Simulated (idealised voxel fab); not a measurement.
process module | voxel spacer lines
cross-section cut | 150 nm wide | cells 5 nm
A cross-section is a grid of square cells, given in bands from the top down. A band is one or more rows of cells.
Each band's line starts with the height of the band's top and of its bottom, in nm. Then come its materials from left to right, each with its width in nm. One material with "throughout" fills the band from edge to edge. "air" is empty space.
Height 0 is the level under which the wafer as received is all one material. The lowest band goes on downwards, as in "0 down".
A width such as "30 to 40" changes by the same amount from each row of cells to the next, from the band's top row to its bottom row.
"no change" after a step means that no cell of the cross-section changed.
closed voids: empty space of 8 cells or more with no open way to the top, each as width x height at its distance from the left edge, in nm
after a step's settings: what the simulator itself notes on the step
overlay nm, on a step with a mask: how far to the right of its planned place the mask lay; to the left if negative
plan
1 op RECEIVE | material Si
2 op CONFORMAL_DEP | material Al2O3 | thk nm 5
3 op DIRECTIONAL_DEP | material SiN | thk nm 20
4 op DIRECTIONAL_DEP | material aC | thk nm 20
5 op PATTERN | tone cover | mask id MANDREL | material resist | width nm 15 | pitch nm 80 | thk nm 30 | overlay nm 0
6 op DIRECTIONAL_ETCH | etch materials aC | depth nm 20
7 op STRIP | etch materials resist
8 op CONFORMAL_DEP | material SiO2 | thk nm 15
9 op DIRECTIONAL_ETCH | etch materials SiO2 | depth nm 15
10 op STRIP | etch materials aC
11 op DIRECTIONAL_ETCH | etch materials SiN | depth nm 20
12 op STRIP | etch materials SiO2
varied across the wafers: width nm of step 5. The plan shows the first wafer's value. All wafers start alike
first wafer as received, after step 1
  0 down: Si throughout
  closed voids: none
each wafer at the end: cells of each material gained (+) or lost (-) since it was received, then its closed voids
width nm 15 | +30 Al2O3 | +48 SiN | closed voids: none
width nm 20 | +30 Al2O3 | +48 SiN | closed voids: none
width nm 25 | +30 Al2O3 | +48 SiN | closed voids: none
width nm 30 | +30 Al2O3 | +48 SiN | closed voids: none
width nm 35 | +30 Al2O3 | +48 SiN | closed voids: none
width nm 40 | +30 Al2O3 | +48 SiN | closed voids: none
